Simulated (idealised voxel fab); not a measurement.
process module | voxel wiring stack
cross-section cut | 260 nm wide | cells 5 nm
A cross-section is a grid of square cells, given in bands from the top down. A band is one or more rows of cells.
Each band's line starts with the height of the band's top and of its bottom, in nm. Then come its materials from left to right, each with its width in nm. One material with "throughout" fills the band from edge to edge. "air" is empty space.
Height 0 is the level under which the wafer as received is all one material. The lowest band goes on downwards, as in "0 down".
A width such as "30 to 40" changes by the same amount from each row of cells to the next, from the band's top row to its bottom row.
"no change" after a step means that no cell of the cross-section changed.
closed voids: empty space of 8 cells or more with no open way to the top, each as width x height at its distance from the left edge, in nm
after a step's settings: what the simulator itself notes on the step
overlay nm, on a step with a mask: how far to the right of its planned place the mask lay; to the left if negative
plan
1 op RECEIVE | material Si
2 op CONFORMAL_DEP | material SiO2 | thk nm 15
3 op CONFORMAL_DEP | material SiN | thk nm 5
4 op DIRECTIONAL_DEP | material SiO2 | thk nm 20
5 op PATTERN | tone open | mask id METAL_1 | material resist | width nm 30 | pitch nm 60 | thk nm 20 | overlay nm 0
6 op DIRECTIONAL_ETCH | etch materials SiO2 | depth nm 20
7 op DIRECTIONAL_ETCH | etch materials SiN | depth nm 5
8 op STRIP | etch materials resist
9 op CONFORMAL_DEP | material TiN | thk nm 5
10 op FILL_DEP | material Cu | thk nm 5
11 op CMP | height nm 40
12 op CONFORMAL_DEP | material SiCN | thk nm 5
13 op DIRECTIONAL_DEP | material lowk | thk nm 30
14 op PATTERN | tone open | mask id METAL_2_HOLES | material resist | width nm 15 | pitch nm 120 | thk nm 20 | overlay nm 0
15 op DIRECTIONAL_ETCH | etch materials lowk | depth nm 30
16 op STRIP | etch materials resist
17 op DIRECTIONAL_DEP | material aC | thk nm 15
18 op PATTERN | tone open | mask id METAL_2 | material resist | width nm 30 | pitch nm 60 | thk nm 35 | overlay nm 0
19 op DIRECTIONAL_ETCH | etch materials aC | depth nm 15
20 op STRIP | etch materials resist
21 op DIRECTIONAL_ETCH | etch materials lowk | depth nm 15
22 op DIRECTIONAL_ETCH | etch materials SiCN | depth nm 5
23 op STRIP | etch materials aC
24 op CONFORMAL_DEP | material TiN | thk nm 5
25 op FILL_DEP | material Cu | thk nm 5
26 op CMP | height nm 75
27 op CONFORMAL_DEP | material SiCN | thk nm 5
28 op DIRECTIONAL_DEP | material SiO2 | thk nm 20
29 op PATTERN | tone open | mask id PLUG_2 | material resist | width nm 15 | pitch nm 60 | thk nm 15 | overlay nm 0
30 op DIRECTIONAL_ETCH | etch materials SiO2 | depth nm 20
31 op DIRECTIONAL_ETCH | etch materials SiCN | depth nm 5
32 op STRIP | etch materials resist
33 op CONFORMAL_DEP | material TiN | thk nm 5
34 op FILL_DEP | material Cu | thk nm 10
35 op CMP | height nm 100
36 op DIRECTIONAL_DEP | material TiN | thk nm 5
37 op DIRECTIONAL_DEP | material W | thk nm 25
38 op MASKED_ETCH | tone cover | mask id METAL_3 | width nm 30 | pitch nm 60 | etch materials W | depth nm 25 | overlay nm 0
39 op MASKED_ETCH | tone cover | mask id METAL_3 | width nm 30 | pitch nm 60 | etch materials TiN | depth nm 5 | overlay nm 0
40 op CONFORMAL_DEP | material SiCN | thk nm 5
41 op FILL_DEP | material SiO2 | thk nm 10
42 op CMP | height nm 130
43 op CONFORMAL_DEP | material SiCN | thk nm 5
44 op DIRECTIONAL_DEP | material lowk | thk nm 20
45 op MASKED_ETCH | tone open | mask id PLUG_3 | width nm 15 | pitch nm 120 | etch materials lowk | depth nm 20 | overlay nm 0
46 op MASKED_ETCH | tone open | mask id PLUG_3 | width nm 15 | pitch nm 120 | etch materials SiCN | depth nm 5 | overlay nm 0
47 op EPI | material Ru | thk nm 10
48 op EPI | material Ru | thk nm 10
49 op EPI | material Ru | thk nm 5
50 op CONFORMAL_DEP | material SiCN | thk nm 5
51 op DIRECTIONAL_DEP | material SiO2 | thk nm 25
52 op PATTERN | tone open | mask id METAL_4 | material resist | width nm 30 | pitch nm 60 | thk nm 20 | overlay nm 0
53 op DIRECTIONAL_ETCH | etch materials SiO2 | depth nm 25
54 op DIRECTIONAL_ETCH | etch materials SiCN | depth nm 5
55 op STRIP | etch materials resist
56 op CONFORMAL_DEP | material TiN | thk nm 5
57 op FILL_DEP | material W | thk nm 5
58 op CMP | height nm 185
59 op EPI | material Ru | thk nm 5
60 op FILL_DEP | material SiCN | thk nm 5
first wafer, as planned
as received, after step 1
  0 down: Si throughout
  closed voids: none
after step 2
  15 to 0: SiO2 throughout
  below 0: unchanged
after step 3
  20 to 15: SiN throughout
  below 15: unchanged
after step 4
  40 to 20: SiO2 throughout
  below 20: unchanged
after step 5
  60 to 40: resist 55 | air 30 | resist 30 | air 30 | resist 30 | air 30 | resist 55
  below 40: unchanged
after step 6
  60 to 40: resist 55 | air 30 | resist 30 | air 30 | resist 30 | air 30 | resist 55
  40 to 20: SiO2 55 | air 30 | SiO2 30 | air 30 | SiO2 30 | air 30 | SiO2 55
  below 20: unchanged
after step 7
  60 to 40: resist 55 | air 30 | resist 30 | air 30 | resist 30 | air 30 | resist 55
  40 to 20: SiO2 55 | air 30 | SiO2 30 | air 30 | SiO2 30 | air 30 | SiO2 55
  20 to 15: SiN 55 | air 30 | SiN 30 | air 30 | SiN 30 | air 30 | SiN 55
  below 15: unchanged
after step 8
  40 to 20: SiO2 55 | air 30 | SiO2 30 | air 30 | SiO2 30 | air 30 | SiO2 55
  below 20: unchanged
after step 9
  45 to 40: TiN 60 | air 20 | TiN 40 | air 20 | TiN 40 | air 20 | TiN 60
  40 to 20: SiO2 55 | TiN 5 | air 20 | TiN 5 | SiO2 30 | TiN 5 | air 20 | TiN 5 | SiO2 30 | TiN 5 | air 20 | TiN 5 | SiO2 55
  20 to 15: SiN 55 | TiN 30 | SiN 30 | TiN 30 | SiN 30 | TiN 30 | SiN 55
  below 15: unchanged
after step 10
  50 to 45: Cu throughout
  45 to 40: TiN 60 | Cu 20 | TiN 40 | Cu 20 | TiN 40 | Cu 20 | TiN 60
  40 to 20: SiO2 55 | TiN 5 | Cu 20 | TiN 5 | SiO2 30 | TiN 5 | Cu 20 | TiN 5 | SiO2 30 | TiN 5 | Cu 20 | TiN 5 | SiO2 55
  below 20: unchanged
after step 11
  40 to 20: SiO2 55 | TiN 5 | Cu 20 | TiN 5 | SiO2 30 | TiN 5 | Cu 20 | TiN 5 | SiO2 30 | TiN 5 | Cu 20 | TiN 5 | SiO2 55
  below 20: unchanged
after step 12
  45 to 40: SiCN throughout
  below 40: unchanged
after step 13
  75 to 45: lowk throughout
  below 45: unchanged
after step 14
  95 to 75: resist 55 | air 15 | resist 105 | air 15 | resist 70
  below 75: unchanged
after step 15
  95 to 75: resist 55 | air 15 | resist 105 | air 15 | resist 70
  75 to 45: lowk 55 | air 15 | lowk 105 | air 15 | lowk 70
  below 45: unchanged
after step 16
  75 to 45: lowk 55 | air 15 | lowk 105 | air 15 | lowk 70
  below 45: unchanged
after step 17
  90 to 75: aC 55 | air 15 | aC 105 | air 15 | aC 70
  75 to 60: lowk 55 | air 15 | lowk 105 | air 15 | lowk 70
  60 to 45: lowk 55 | aC 15 | lowk 105 | aC 15 | lowk 70
  below 45: unchanged
after step 18
  125 to 90: resist 55 | air 30 | resist 30 | air 30 | resist 30 | air 30 | resist 55
  below 90: unchanged
after step 19
  110 to 90: resist 55 | air 30 | resist 30 | air 30 | resist 30 | air 30 | resist 55
  90 to 75: aC 55 | air 30 | aC 30 | air 30 | aC 30 | air 30 | aC 55
  75 to 45: lowk 55 | air 15 | lowk 105 | air 15 | lowk 70
  below 45: unchanged
after step 20
  90 to 75: aC 55 | air 30 | aC 30 | air 30 | aC 30 | air 30 | aC 55
  below 75: unchanged
after step 21
  90 to 75: aC 55 | air 30 | aC 30 | air 30 | aC 30 | air 30 | aC 55
  75 to 60: lowk 55 | air 30 | lowk 30 | air 30 | lowk 30 | air 30 | lowk 55
  below 60: unchanged
after step 22
  90 to 75: aC 55 | air 30 | aC 30 | air 30 | aC 30 | air 30 | aC 55
  75 to 60: lowk 55 | air 30 | lowk 30 | air 30 | lowk 30 | air 30 | lowk 55
  60 to 45: lowk 55 | air 15 | lowk 105 | air 15 | lowk 70
  45 to 40: SiCN 55 | air 15 | SiCN 105 | air 15 | SiCN 70
  below 40: unchanged
after step 23
  75 to 60: lowk 55 | air 30 | lowk 30 | air 30 | lowk 30 | air 30 | lowk 55
  below 60: unchanged
after step 24
  80 to 75: TiN 60 | air 20 | TiN 40 | air 20 | TiN 40 | air 20 | TiN 60
  75 to 65: lowk 55 | TiN 5 | air 20 | TiN 5 | lowk 30 | TiN 5 | air 20 | TiN 5 | lowk 30 | TiN 5 | air 20 | TiN 5 | lowk 55
  65 to 60: lowk 55 | TiN 5 | air 5 | TiN 20 | lowk 30 | TiN 30 | lowk 30 | TiN 5 | air 5 | TiN 20 | lowk 55
  60 to 45: lowk 55 | TiN 5 | air 5 | TiN 5 | lowk 105 | TiN 5 | air 5 | TiN 5 | lowk 70
  45 to 40: SiCN 55 | TiN 15 | SiCN 105 | TiN 15 | SiCN 70
  below 40: unchanged
after step 25
  85 to 80: Cu throughout
  80 to 75: TiN 60 | Cu 20 | TiN 40 | Cu 20 | TiN 40 | Cu 20 | TiN 60
  75 to 65: lowk 55 | TiN 5 | Cu 20 | TiN 5 | lowk 30 | TiN 5 | Cu 20 | TiN 5 | lowk 30 | TiN 5 | Cu 20 | TiN 5 | lowk 55
  65 to 60: lowk 55 | TiN 5 | Cu 5 | TiN 20 | lowk 30 | TiN 30 | lowk 30 | TiN 5 | Cu 5 | TiN 20 | lowk 55
  60 to 45: lowk 55 | TiN 5 | Cu 5 | TiN 5 | lowk 105 | TiN 5 | Cu 5 | TiN 5 | lowk 70
  below 45: unchanged
after step 26
  75 to 65: lowk 55 | TiN 5 | Cu 20 | TiN 5 | lowk 30 | TiN 5 | Cu 20 | TiN 5 | lowk 30 | TiN 5 | Cu 20 | TiN 5 | lowk 55
  below 65: unchanged
after step 27
  80 to 75: SiCN throughout
  below 75: unchanged
after step 28
  100 to 80: SiO2 throughout
  below 80: unchanged
after step 29
  115 to 100: resist 55 | air 15 | resist 45 | air 15 | resist 45 | air 15 | resist 70
  below 100: unchanged
after step 30
  115 to 100: resist 55 | air 15 | resist 45 | air 15 | resist 45 | air 15 | resist 70
  100 to 80: SiO2 55 | air 15 | SiO2 45 | air 15 | SiO2 45 | air 15 | SiO2 70
  below 80: unchanged
after step 31
  115 to 100: resist 55 | air 15 | resist 45 | air 15 | resist 45 | air 15 | resist 70
  100 to 80: SiO2 55 | air 15 | SiO2 45 | air 15 | SiO2 45 | air 15 | SiO2 70
  80 to 75: SiCN 55 | air 15 | SiCN 45 | air 15 | SiCN 45 | air 15 | SiCN 70
  below 75: unchanged
after step 32
  100 to 80: SiO2 55 | air 15 | SiO2 45 | air 15 | SiO2 45 | air 15 | SiO2 70
  below 80: unchanged
after step 33
  105 to 100: TiN 60 | air 5 | TiN 55 | air 5 | TiN 55 | air 5 | TiN 75
  100 to 80: SiO2 55 | TiN 5 | air 5 | TiN 5 | SiO2 45 | TiN 5 | air 5 | TiN 5 | SiO2 45 | TiN 5 | air 5 | TiN 5 | SiO2 70
  80 to 75: SiCN 55 | TiN 15 | SiCN 45 | TiN 15 | SiCN 45 | TiN 15 | SiCN 70
  below 75: unchanged
after step 34
  115 to 105: Cu throughout
  105 to 100: TiN 60 | Cu 5 | TiN 55 | Cu 5 | TiN 55 | Cu 5 | TiN 75
  100 to 80: SiO2 55 | TiN 5 | Cu 5 | TiN 5 | SiO2 45 | TiN 5 | Cu 5 | TiN 5 | SiO2 45 | TiN 5 | Cu 5 | TiN 5 | SiO2 70
  below 80: unchanged
after step 35
  100 to 80: SiO2 55 | TiN 5 | Cu 5 | TiN 5 | SiO2 45 | TiN 5 | Cu 5 | TiN 5 | SiO2 45 | TiN 5 | Cu 5 | TiN 5 | SiO2 70
  below 80: unchanged
after step 36
  105 to 100: TiN throughout
  below 100: unchanged
after step 37
  130 to 105: W throughout
  below 105: unchanged
after step 38
  130 to 105: air 55 | W 30 | air 30 | W 30 | air 30 | W 30 | air 55
  below 105: unchanged
after step 39
  130 to 105: air 55 | W 30 | air 30 | W 30 | air 30 | W 30 | air 55
  105 to 100: air 55 | TiN 30 | air 30 | TiN 30 | air 30 | TiN 30 | air 55
  below 100: unchanged
after step 40
  135 to 130: air 50 | SiCN 40 | air 20 | SiCN 40 | air 20 | SiCN 40 | air 50
  130 to 105: air 50 | SiCN 5 | W 30 | SiCN 5 | air 20 | SiCN 5 | W 30 | SiCN 5 | air 20 | SiCN 5 | W 30 | SiCN 5 | air 50
  105 to 100: SiCN 55 | TiN 30 | SiCN 30 | TiN 30 | SiCN 30 | TiN 30 | SiCN 55
  below 100: unchanged
after step 41
  145 to 135: SiO2 throughout
  135 to 130: SiO2 50 | SiCN 40 | SiO2 20 | SiCN 40 | SiO2 20 | SiCN 40 | SiO2 50
  130 to 105: SiO2 50 | SiCN 5 | W 30 | SiCN 5 | SiO2 20 | SiCN 5 | W 30 | SiCN 5 | SiO2 20 | SiCN 5 | W 30 | SiCN 5 | SiO2 50
  below 105: unchanged
after step 42
  130 to 105: SiO2 50 | SiCN 5 | W 30 | SiCN 5 | SiO2 20 | SiCN 5 | W 30 | SiCN 5 | SiO2 20 | SiCN 5 | W 30 | SiCN 5 | SiO2 50
  below 105: unchanged
after step 43
  135 to 130: SiCN throughout
  below 130: unchanged
after step 44
  155 to 135: lowk throughout
  below 135: unchanged
after step 45
  155 to 135: lowk 55 | air 15 | lowk 105 | air 15 | lowk 70
  below 135: unchanged
after step 46
  155 to 135: lowk 55 | air 15 | lowk 105 | air 15 | lowk 70
  135 to 130: SiCN 55 | air 15 | SiCN 105 | air 15 | SiCN 70
  below 130: unchanged
after step 47
  155 to 140: lowk 55 | air 15 | lowk 105 | air 15 | lowk 70
  140 to 135: lowk 55 | Ru 15 | lowk 105 | Ru 15 | lowk 70
  135 to 130: SiCN 55 | Ru 15 | SiCN 105 | Ru 15 | SiCN 70
  below 130: unchanged
after step 48
  155 to 150: lowk 55 | air 15 | lowk 105 | air 15 | lowk 70
  150 to 135: lowk 55 | Ru 15 | lowk 105 | Ru 15 | lowk 70
  below 135: unchanged
after step 49
  155 to 135: lowk 55 | Ru 15 | lowk 105 | Ru 15 | lowk 70
  below 135: unchanged
after step 50
  160 to 155: SiCN throughout
  below 155: unchanged
after step 51
  185 to 160: SiO2 throughout
  below 160: unchanged
after step 52
  205 to 185: resist 55 | air 30 | resist 30 | air 30 | resist 30 | air 30 | resist 55
  below 185: unchanged
after step 53
  205 to 185: resist 55 | air 30 | resist 30 | air 30 | resist 30 | air 30 | resist 55
  185 to 160: SiO2 55 | air 30 | SiO2 30 | air 30 | SiO2 30 | air 30 | SiO2 55
  below 160: unchanged
after step 54
  205 to 185: resist 55 | air 30 | resist 30 | air 30 | resist 30 | air 30 | resist 55
  185 to 160: SiO2 55 | air 30 | SiO2 30 | air 30 | SiO2 30 | air 30 | SiO2 55
  160 to 155: SiCN 55 | air 30 | SiCN 30 | air 30 | SiCN 30 | air 30 | SiCN 55
  below 155: unchanged
after step 55
  185 to 160: SiO2 55 | air 30 | SiO2 30 | air 30 | SiO2 30 | air 30 | SiO2 55
  below 160: unchanged
after step 56
  190 to 185: TiN 60 | air 20 | TiN 40 | air 20 | TiN 40 | air 20 | TiN 60
  185 to 160: SiO2 55 | TiN 5 | air 20 | TiN 5 | SiO2 30 | TiN 5 | air 20 | TiN 5 | SiO2 30 | TiN 5 | air 20 | TiN 5 | SiO2 55
  160 to 155: SiCN 55 | TiN 30 | SiCN 30 | TiN 30 | SiCN 30 | TiN 30 | SiCN 55
  below 155: unchanged
after step 57
  195 to 190: W throughout
  190 to 185: TiN 60 | W 20 | TiN 40 | W 20 | TiN 40 | W 20 | TiN 60
  185 to 160: SiO2 55 | TiN 5 | W 20 | TiN 5 | SiO2 30 | TiN 5 | W 20 | TiN 5 | SiO2 30 | TiN 5 | W 20 | TiN 5 | SiO2 55
  below 160: unchanged
after step 58
  185 to 160: SiO2 55 | TiN 5 | W 20 | TiN 5 | SiO2 30 | TiN 5 | W 20 | TiN 5 | SiO2 30 | TiN 5 | W 20 | TiN 5 | SiO2 55
  below 160: unchanged
after step 59
  190 to 185: air 50 | Ru 40 | air 20 | Ru 40 | air 20 | Ru 40 | air 50
  below 185: unchanged
after step 60
  195 to 190: SiCN throughout
  190 to 185: SiCN 50 | Ru 40 | SiCN 20 | Ru 40 | SiCN 20 | Ru 40 | SiCN 50
  below 185: unchanged
second wafer: like start, like plan, one mistake. Through step 49 it matches the first wafer
when step 50 should have ended: no change
when step 51 should have ended
  180 to 155: SiO2 throughout
  below 155: unchanged
when step 52 should have ended
  200 to 180: resist 55 | air 30 | resist 30 | air 30 | resist 30 | air 30 | resist 55
  below 180: unchanged
when step 53 should have ended
  200 to 180: resist 55 | air 30 | resist 30 | air 30 | resist 30 | air 30 | resist 55
  180 to 155: SiO2 55 | air 30 | SiO2 30 | air 30 | SiO2 30 | air 30 | SiO2 55
  below 155: unchanged
when step 54 should have ended: no change
when step 55 should have ended
  180 to 155: SiO2 55 | air 30 | SiO2 30 | air 30 | SiO2 30 | air 30 | SiO2 55
  below 155: unchanged
when step 56 should have ended
  185 to 180: TiN 60 | air 20 | TiN 40 | air 20 | TiN 40 | air 20 | TiN 60
  180 to 160: SiO2 55 | TiN 5 | air 20 | TiN 5 | SiO2 30 | TiN 5 | air 20 | TiN 5 | SiO2 30 | TiN 5 | air 20 | TiN 5 | SiO2 55
  160 to 155: SiO2 55 | TiN 30 | SiO2 30 | TiN 30 | SiO2 30 | TiN 30 | SiO2 55
  below 155: unchanged
when step 57 should have ended
  190 to 185: W throughout
  185 to 180: TiN 60 | W 20 | TiN 40 | W 20 | TiN 40 | W 20 | TiN 60
  180 to 160: SiO2 55 | TiN 5 | W 20 | TiN 5 | SiO2 30 | TiN 5 | W 20 | TiN 5 | SiO2 30 | TiN 5 | W 20 | TiN 5 | SiO2 55
  below 160: unchanged
when step 58 should have ended
  185 to 180: TiN 60 | W 20 | TiN 40 | W 20 | TiN 40 | W 20 | TiN 60
  below 180: unchanged
when step 59 should have ended
  190 to 185: Ru throughout
  below 185: unchanged
when step 60 should have ended
  195 to 190: SiCN throughout
  below 190: unchanged
what went wrong: step 50 was left out
at the end the second wafer has, in cells: 28 more of Ru | 62 fewer of SiCN | 34 more of TiN
